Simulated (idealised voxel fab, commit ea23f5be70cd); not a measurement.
The name of this process module is voxel transistor to metal.
Each square cell in cross-section cut measures 5 nm, and the section as a whole is 165 nm wide.
Cross-sections here: square-cell grids, written as top-down lists of bands, a band being one or more rows of cells. Read a band's entry like this: the first values are the height of its top and the height of its bottom in nm, and what follows is the sequence of materials from left to right, each with its width in nm. Note that "blank" is empty space, and that a single material marked "full width" reaches across the band from edge to edge. Ref level 0: as-received wafer is one material below here. Bottom band extends down with no lower bound ("0 down"). A two-number width, for instance "30 to 40", indicates that the width is equal to the first number in the top row of the band and to the second number in the bottom row, and that it changes by a constant amount per row of cells. Any step labelled "all unchanged" changed none of the cells in the cross-section. You'll see "Listed closed voids" listing empty spaces that have no way open to the top, as long as they're 8 cells or more; the notation is width x height at distance, where the distance is from the left edge, and all of it is in nm. Whatever follows a step's settings on its line is a remark the simulator itself makes about that step. overlay nm: for a step with a mask, the amount by which the mask lay right of where it was planned; a negative amount means left of it.

-- Process steps (planned)
| 1 | RECEIVE: material Si |
| 2 | CONFORMAL_DEP: material SiO2, thk nm 5 |
| 3 | CONFORMAL_DEP: material SiN, thk nm 10 |
| 4 | PATTERN: tone cover, mask id ACTIVE, material resist, width nm 105, thk nm 20, overlay nm 0 |
| 5 | DIRECTIONAL_ETCH: etch materials SiN, depth nm 10 |
| 6 | DIRECTIONAL_ETCH: etch materials SiO2, depth nm 5 |
| 7 | DIRECTIONAL_ETCH: etch materials Si, depth nm 25 |
| 8 | STRIP: etch materials resist |
| 9 | FILL_DEP: material SiO2, thk nm 10 |
| 10 | CMP: height nm 15 |
| 11 | SELECTIVE_ETCH: etch materials SiO2, depth nm 10 |
| 12 | STRIP: etch materials SiN |
| 13 | SELECTIVE_ETCH: etch materials SiO2, depth nm 5 |
| 14 | OXIDIZE: depth nm 5 |
| 15 | DIRECTIONAL_DEP: material polySi, thk nm 30 |
| 16 | DIRECTIONAL_DEP: material SiCN, thk nm 15 |
| 17 | PATTERN: tone cover, mask id GATE, material resist, width nm 25, thk nm 20, overlay nm 0 |
| 18 | DIRECTIONAL_ETCH: etch materials SiCN, depth nm 25 |
| 19 | DIRECTIONAL_ETCH: etch materials polySi, depth nm 40 |
| 20 | STRIP: etch materials resist |
| 21 | CONFORMAL_DEP: material SiN, thk nm 10 |
| 22 | DIRECTIONAL_ETCH: etch materials SiN, depth nm 5 |
| 23 | DIRECTIONAL_ETCH: etch materials SiO2, depth nm 5 |
| 24 | DIRECTIONAL_ETCH: etch materials Si, depth nm 15 |
| 25 | EPI: material SiGe, thk nm 15 |
| 26 | FILL_DEP: material SiO2, thk nm 10 |
| 27 | CMP: height nm 45 |
| 28 | DIRECTIONAL_DEP: material SiO2, thk nm 15 |
| 29 | PATTERN: tone open, mask id CONTACT, material resist, width nm 25, pitch nm 60, thk nm 20, overlay nm 0 |
| 30 | DIRECTIONAL_ETCH: etch materials SiO2, depth nm 65 |
| 31 | STRIP: etch materials resist |
| 32 | CONFORMAL_DEP: material TiN, thk nm 5 |
| 33 | FILL_DEP: material W, thk nm 5 |
| 34 | CMP: height nm 60 |
| 35 | CONFORMAL_DEP: material SiCN, thk nm 5 |
| 36 | DIRECTIONAL_DEP: material SiO2, thk nm 20 |
| 37 | MASKED_ETCH: tone open, mask id METAL_1, width nm 15, pitch nm 70, etch materials SiO2, depth nm 20, overlay nm 0 |
| 38 | MASKED_ETCH: tone open, mask id METAL_1, width nm 15, pitch nm 70, etch materials SiCN, depth nm 5, overlay nm 0 |
| 39 | CONFORMAL_DEP: material TiN, thk nm 5 |
| 40 | FILL_DEP: material Cu, thk nm 5 |
| 41 | CMP: height nm 85 |
| 42 | CONFORMAL_DEP: material SiN, thk nm 5 |
Wafer-to-wafer difference: depth nm, step 22. Common start. Plan = first wafer's value.

-- Received condition of the first of several wafers, sectioned: post-step 1
- 0 down | Si full width
- Listed closed voids: none

-- Cross-section after step 42, the final step of the module, for the first of several wafers
- 90 to 85 | SiN full width
- 85 to 65 | SiO2 40 | TiN 5 | Cu 5 | TiN 5 | SiO2 55 | TiN 5 | Cu 5 | TiN 5 | SiO2 40
- 65 to 60 | SiCN 40 | TiN 15 | SiCN 55 | TiN 15 | SiCN 40
- 60 to 50 | SiO2 40 | TiN 5 | W 15 | TiN 5 | SiO2 35 | TiN 5 | W 15 | TiN 5 | SiO2 40
- 50 to 45 | SiO2 40 | TiN 5 | W 10 | TiN 10 | SiO2 35 | TiN 10 | W 10 | TiN 5 | SiO2 40
- 45 to 30 | SiO2 40 | TiN 5 | W 10 | TiN 5 | SiN 10 | SiCN 25 | SiN 10 | TiN 5 | W 10 | TiN 5 | SiO2 40
- 30 to 10 | SiO2 40 | TiN 5 | W 10 | TiN 5 | SiN 10 | polySi 25 | SiN 10 | TiN 5 | W 10 | TiN 5 | SiO2 40
- 10 to 5 | SiO2 40 | TiN 20 | SiN 10 | polySi 25 | SiN 10 | TiN 20 | SiO2 40
- 5 to 0 | SiN 70 | polySi 25 | SiN 70
- 0 to -5 | SiO2 full width
- -5 to -25 | SiO2 30 | Si 105 | SiO2 30
- -25 down | Si full width
- Listed closed voids: none

-- Of the several wafers, the last: cross-section at the end of the module
- 90 to 85 | SiN full width
- 85 to 65 | SiO2 40 | TiN 5 | Cu 5 | TiN 5 | SiO2 55 | TiN 5 | Cu 5 | TiN 5 | SiO2 40
- 65 to 60 | SiCN 40 | TiN 15 | SiCN 55 | TiN 15 | SiCN 40
- 60 to 45 | SiO2 40 | TiN 5 | W 15 | TiN 5 | SiO2 35 | TiN 5 | W 15 | TiN 5 | SiO2 40
- 45 to 35 | SiO2 40 | TiN 5 | W 15 | TiN 5 | SiO2 5 | SiCN 25 | SiO2 5 | TiN 5 | W 15 | TiN 5 | SiO2 40
- 35 to 30 | SiO2 40 | TiN 5 | W 10 | TiN 10 | SiO2 5 | SiCN 25 | SiO2 5 | TiN 10 | W 10 | TiN 5 | SiO2 40
- 30 to 15 | SiO2 40 | TiN 5 | W 10 | TiN 5 | SiN 10 | polySi 25 | SiN 10 | TiN 5 | W 10 | TiN 5 | SiO2 40
- 15 to 10 | SiO2 40 | TiN 20 | SiN 10 | polySi 25 | SiN 10 | TiN 20 | SiO2 40
- 10 to 0 | SiO2 40 | TiN 5 | SiGe 15 | SiN 10 | polySi 25 | SiN 10 | SiGe 15 | TiN 5 | SiO2 40
- 0 to -5 | SiO2 40 | TiN 5 | SiGe 15 | SiO2 45 | SiGe 15 | TiN 5 | SiO2 40
- -5 to -20 | SiO2 30 | SiGe 30 | Si 45 | SiGe 30 | SiO2 30
- -20 to -25 | SiO2 30 | Si 105 | SiO2 30
- -25 down | Si full width
- Listed closed voids: none

-- Take any row and you have a wafer at the end of the module: how many cells of each material it has gained (+) or lost (-) since it was received, and then its closed voids
depth nm 5; +8 Cu; -81 Si; +42 SiCN; +93 SiN; +386 SiO2; +72 TiN; +44 W; +30 polySi; Listed closed voids: none
depth nm 10; +8 Cu; -117 Si; +42 SiCN; +54 SiGe; +69 SiN; +394 SiO2; +74 TiN; +40 W; +30 polySi; Listed closed voids: none
depth nm 15; +8 Cu; -117 Si; +42 SiCN; +54 SiGe; +65 SiN; +396 SiO2; +74 TiN; +42 W; +30 polySi; Listed closed voids: none
depth nm 20; +8 Cu; -117 Si; +42 SiCN; +54 SiGe; +61 SiN; +398 SiO2; +74 TiN; +44 W; +30 polySi; Listed closed voids: none
depth nm 25; +8 Cu; -117 Si; +42 SiCN; +54 SiGe; +57 SiN; +400 SiO2; +74 TiN; +46 W; +30 polySi; Listed closed voids: none
